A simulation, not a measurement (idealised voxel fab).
The following process module bears the name voxel self aligned vias.
240 nm wide, 5 nm square cells: that's cross-section cut.
For the purposes of this document, a cross-section shall be understood as a grid of square cells, specified as bands listed in top-to-bottom order, each band consisting of one or more rows of cells. Band: top and bottom heights (nm) first, top before bottom; then materials from left to right, widths in nm. "full width" marks a sole material filling the band edge to edge. "air" denotes empty space. Convention: height 0 is the level below which the wafer, as received, is all one material. The lowest band does not terminate at the bottom but continues downward, represented as "0..down". Width "30->40": first value at the band's top row of cells, second value at its bottom row, equal change from row to row. Given "no change" for a step, no cell of the cross-section differs between before and after that step. Each empty space that has no open way to the top and spans at least 8 cells appears under "Entrapped void list" as width x height at distance, the distance counted from the left edge, all in nm. Text after the settings on a step's line: the simulator's own remark on that step. overlay nm: for a step with a mask, the amount by which the mask lay right of where it was planned; a negative amount means left of it.

# Process steps (planned)
| 1 | RECEIVE, material Si |
| 2 | CONFORMAL_DEP, material SiO2, thk nm 10 |
| 3 | CONFORMAL_DEP, material SiCN, thk nm 5 |
| 4 | DIRECTIONAL_DEP, material SiO2, thk nm 20 |
| 5 | PATTERN, tone open, mask id LINES, material resist, width nm 25, pitch nm 60, thk nm 20, overlay nm 0 |
| 6 | DIRECTIONAL_ETCH, etch materials SiO2, depth nm 20 |
| 7 | STRIP, etch materials resist |
| 8 | CONFORMAL_DEP, material TiN, thk nm 5 |
| 9 | FILL_DEP, material W, thk nm 10 |
| 10 | CMP, height nm 35 |
| 11 | SELECTIVE_ETCH, etch materials W Ru TiN, depth nm 10 |
| 12 | FILL_DEP, material SiN, thk nm 10 |
| 13 | CMP, height nm 35 |
| 14 | DIRECTIONAL_DEP, material SiO2, thk nm 20 |
| 15 | DIRECTIONAL_DEP, material aC, thk nm 15 |
| 16 | PATTERN, tone open, mask id VIAS, material resist, width nm 35, thk nm 35, overlay nm 0 |
| 17 | DIRECTIONAL_ETCH, etch materials aC, depth nm 15 |
| 18 | STRIP, etch materials resist |
| 19 | DIRECTIONAL_ETCH, etch materials SiO2, depth nm 20 |
| 20 | DIRECTIONAL_ETCH, etch materials SiN, depth nm 10 |
| 21 | STRIP, etch materials aC |
| 22 | CONFORMAL_DEP, material TiN, thk nm 5 |
| 23 | FILL_DEP, material Ru, thk nm 10 |
| 24 | CMP, height nm 55 |
| 25 | CONFORMAL_DEP, material SiN, thk nm 5 |

# Incoming wafer in cross-section (state: after step 1)
* 0..down: Si full width
* Entrapped void list: none

# a wafer at the end: this start, this plan, one mistake
* 60..55: SiN full width
* 55..40: Ru: 65, then TiN: 5, then SiO2: 35, then TiN: 5, then Ru: 130
* 40..35: TiN: 70, then SiO2: 35, then TiN: 35, then Ru: 15, then TiN: 85
* 35..30: SiO2: 75, then SiN: 25, then SiO2: 35, then TiN: 5, then Ru: 15, then TiN: 5, then SiO2: 80
* 30..25: SiO2: 75, then SiN: 25, then SiO2: 35, then TiN: 25, then SiO2: 80
* 25..20: SiO2: 75, then TiN: 5, then W: 15, then TiN: 5, then SiO2: 35, then TiN: 5, then W: 15, then TiN: 5, then SiO2: 80
* 20..15: SiO2: 75, then TiN: 25, then SiO2: 35, then TiN: 25, then SiO2: 80
* 15..10: SiCN full width
* 10..0: SiO2 full width
* 0..down: Si full width
* Entrapped void list: none
Which mistake was made when the wafer was run? it should be noted that step 16 was executed with settings other than those planned, the operation and settings actually applied being PATTERN, tone cover, mask id VIAS, material resist, width nm 35, thk nm 35, overlay nm 0
